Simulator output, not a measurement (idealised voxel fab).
This section sets out a process module, namely voxel fin reveal.
Cross-sectional view cut (width: 300 nm; square cell size: 5 nm).
The cross-sections in this document take the form of a grid made of square cells. They are written out as bands, in order from top to bottom. Each band consists of one or more rows of cells.
Each band's line starts with the height of the band's top and of its bottom, in nm. Then come its materials from left to right, each with its width in nm. One material with "edge to edge" fills the band from edge to edge. "air" is empty space.
Heights from 0 (as-received wafer is one material below). Bottom band endless downward, as "0 nm and below".
Graded width ("30..40"): value in top row of band = first number; value in bottom row = second number; row-to-row change constant.
For the purposes of this document, the phrase "nothing altered" attached to a step denotes that no cell within the cross-section was modified by that step.
"Voids lacking openings" - sealed voids, min. 8 cells, no opening to top; format: width x height at distance (distance from left edge; nm throughout).
Post-settings text on a step line: simulator's own remark regarding the step.
overlay nm: for a step with a mask, the amount by which the mask lay right of where it was planned; a negative amount means left of it.

PLANNED STEP LIST FOR THE PROCESS
1. RECEIVE,material Si
2. CONFORMAL_DEP,material SiN,thk nm 10
3. PATTERN,tone cover,mask id FINS,material resist,width nm 15,pitch nm 35,thk nm 20,overlay nm 0
4. DIRECTIONAL_ETCH,etch materials SiN,depth nm 10
5. DIRECTIONAL_ETCH,etch materials Si,depth nm 35
6. STRIP,etch materials resist
7. OXIDIZE,depth nm 5
8. FILL_DEP,material SiO2,thk nm 15
9. CMP,height nm 10
10. SELECTIVE_ETCH,etch materials SiO2,depth nm 25
11. STRIP,etch materials SiN

INCOMING WAFER IN CROSS-SECTION (STATE: AFTER STEP 1)
* 0 nm and below: Si edge to edge
* Voids lacking openings: none

POST-MODULE CROSS-SECTION OF THE FIRST OF TWO WAFERS (RUN PER PLAN)
* 0 nm to -15 nm: 130 air | 5 Si | 30 air | 5 Si | 130 air
* -15 nm to -40 nm: 130 SiO2 | 5 Si | 30 SiO2 | 5 Si | 130 SiO2
* -40 nm and below: Si edge to edge
* Voids lacking openings: none

MODULE END: CROSS-SECTION OF WAFER TWO OF TWO. SAME START AND PROCESS PLAN AS THE FIRST WAFER. ONE MISTAKE DURING EXECUTION
* 0 nm to -15 nm: 130 air | 5 Si | 30 air | 5 Si | 130 air
* -15 nm to -75 nm: 130 SiO2 | 5 Si | 30 SiO2 | 5 Si | 130 SiO2
* -75 nm and below: Si edge to edge
* Voids lacking openings: none
The plan and the run diverged here: step 5 of the plan saw execution twice
Per the end-of-run cell counts, the second wafer holds more or fewer of some materials than the first: Si -406, SiO2 +406
